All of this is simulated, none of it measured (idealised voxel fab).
Process module heading - voxel plated lines
cross-section cut | 270 nm wide | cells 5 nm
Cross-section format: a grid of square cells, given as bands from top to bottom; each band is one or more rows of cells.
Per band: top height and bottom height in nm, followed by the left-to-right materials and their widths in nm; "everywhere" marks a single material spanning edge to edge, "blank" marks empty space.
Heights are reckoned from 0. Under this level, the received wafer is all of one material. The bottommost band is open-ended downward, for example "0..down".
Width spec "30..40" -> top row of cells at first value, bottom row at second value, equal per-row change in between.
The designation "remains unaltered", where it is given for a processing step, indicates that no cell of the cross-section was altered in the course of that step.
Closed empty spaces (no open way to the top) of 8 cells or more are what "Closed cavities" lists, each as width x height at distance from the left edge, nm for all three.
That trailing text on a step's line, after the settings, is the simulator's own remark on the step.
Among the settings permitted on a step's line is "overlay nm"; applied to a step with a mask, it specifies the extent to which the mask lay to the right of its planned position, whereas a negative figure signifies a position to the left.

These are the steps we planned for the process:
1 RECEIVE, material Si
2 CONFORMAL_DEP, material Al2O3, thk nm 15
3 DIRECTIONAL_DEP, material TiN, thk nm 5
4 PATTERN, tone open, mask id LINES, material resist, width nm 15, pitch nm 35, thk nm 30, overlay nm 0
5 EPI, material Ru, thk nm 10
6 EPI, material Ru, thk nm 5
7 STRIP, etch materials resist
8 DIRECTIONAL_ETCH, etch materials TiN, depth nm 5
9 CONFORMAL_DEP, material SiO2, thk nm 5

Cross-section of the wafer upon arrival, representing the state reached after step 1:
	0..down | Si everywhere
	Closed cavities: none

Sectioned view, first of two wafers, at the close of the module, processed as intended in the plan:
	40..35 | blank (105)  SiO2 (25)  blank (10)  SiO2 (25)  blank (105)
	35..20 | blank (105)  SiO2 (5)  Ru (15)  SiO2 (5)  blank (10)  SiO2 (5)  Ru (15)  SiO2 (5)  blank (105)
	20..15 | SiO2 (110)  TiN (15)  SiO2 (20)  TiN (15)  SiO2 (110)
	15..0 | Al2O3 everywhere
	0..down | Si everywhere
	Closed cavities: none

The second wafer, shown in cross-section after the module: started the same way as the first and given the same plan, yet one mistake crept into how it was run:
	40..35 | blank (110)  SiO2 (25)  blank (10)  SiO2 (25)  blank (100)
	35..20 | blank (110)  SiO2 (5)  Ru (15)  SiO2 (5)  blank (10)  SiO2 (5)  Ru (15)  SiO2 (5)  blank (100)
	20..15 | SiO2 (115)  TiN (15)  SiO2 (20)  TiN (15)  SiO2 (105)
	15..0 | Al2O3 everywhere
	0..down | Si everywhere
	Closed cavities: none
The mistake made against the process plan was this: step 4 deviated from plan and actually ran as PATTERN, tone open, mask id LINES, material resist, width nm 15, pitch nm 35, thk nm 30, overlay nm 5
End check, second vs first wafer: material counts in cells match, positions do not.
